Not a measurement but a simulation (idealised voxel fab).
Documented hereafter: the process module known as voxel local oxidation.
For reference, the cross-section in this document is cut, with width 280 nm and square cells of 5 nm.
Cross-sections here: square-cell grids, written as top-down lists of bands, a band being one or more rows of cells.
Heads up on the band format: heights come first, top then bottom, in nm. After that it's the materials left to right, each with its width in nm. A single material flagged "full width" fills the whole band edge to edge, and "blank" means there's empty space there.
Heights are expressed relative to 0, this being the level below which the as-received wafer comprises one material exclusively. The lowest band is unbounded in the downward direction and is denoted as in "top 0, no bottom".
Width "30..40": first value at the band's top row of cells, second value at its bottom row, equal change from row to row.
Given "no change" for a step, no cell of the cross-section differs between before and after that step.
Any empty space of 8 cells or more lacking an open way to the top shows up in "Encapsulated voids" as width x height at distance, distance from the left edge, in nm.
Note: text after step settings on the step line = simulator remark on that step.
overlay nm, on a step with a mask: how far to the right of its planned place the mask lay; to the left if negative
# Steps in the process plan
1. RECEIVE, material Si
2. CONFORMAL_DEP, material SiO2, thk nm 5
3. CONFORMAL_DEP, material SiN, thk nm 15
4. DIRECTIONAL_DEP, material aC, thk nm 15
5. PATTERN, tone cover, mask id ACTIVE, material resist, width nm 125, thk nm 30, overlay nm 0
6. DIRECTIONAL_ETCH, etch materials aC, depth nm 15
7. STRIP, etch materials resist
8. DIRECTIONAL_ETCH, etch materials SiN, depth nm 15
9. STRIP, etch materials aC
10. SELECTIVE_ETCH, etch materials SiO2, depth nm 5
11. OXIDIZE, depth nm 15
12. STRIP, etch materials SiN
# Cross-section of the wafer at receipt, which is the condition after step 1
- top 0, no bottom | Si full width
- Encapsulated voids: none
# The cross-section shown corresponds to the wafer at the conclusion of the module. The initial structure and the process plan are those presented above; however, one mistake occurred in executing the plan
- top 5, bottom 0 | 85 of blank | 115 of SiO2 | 80 of blank
- top 0, bottom -15 | 100 of SiO2 | 85 of Si | 95 of SiO2
- top -15, no bottom | Si full width
- Encapsulated voids: none
The mistake made against the process plan was this: contrary to plan, step 5 was performed as PATTERN, tone cover, mask id ACTIVE, material resist, width nm 125, thk nm 30, overlay nm 5
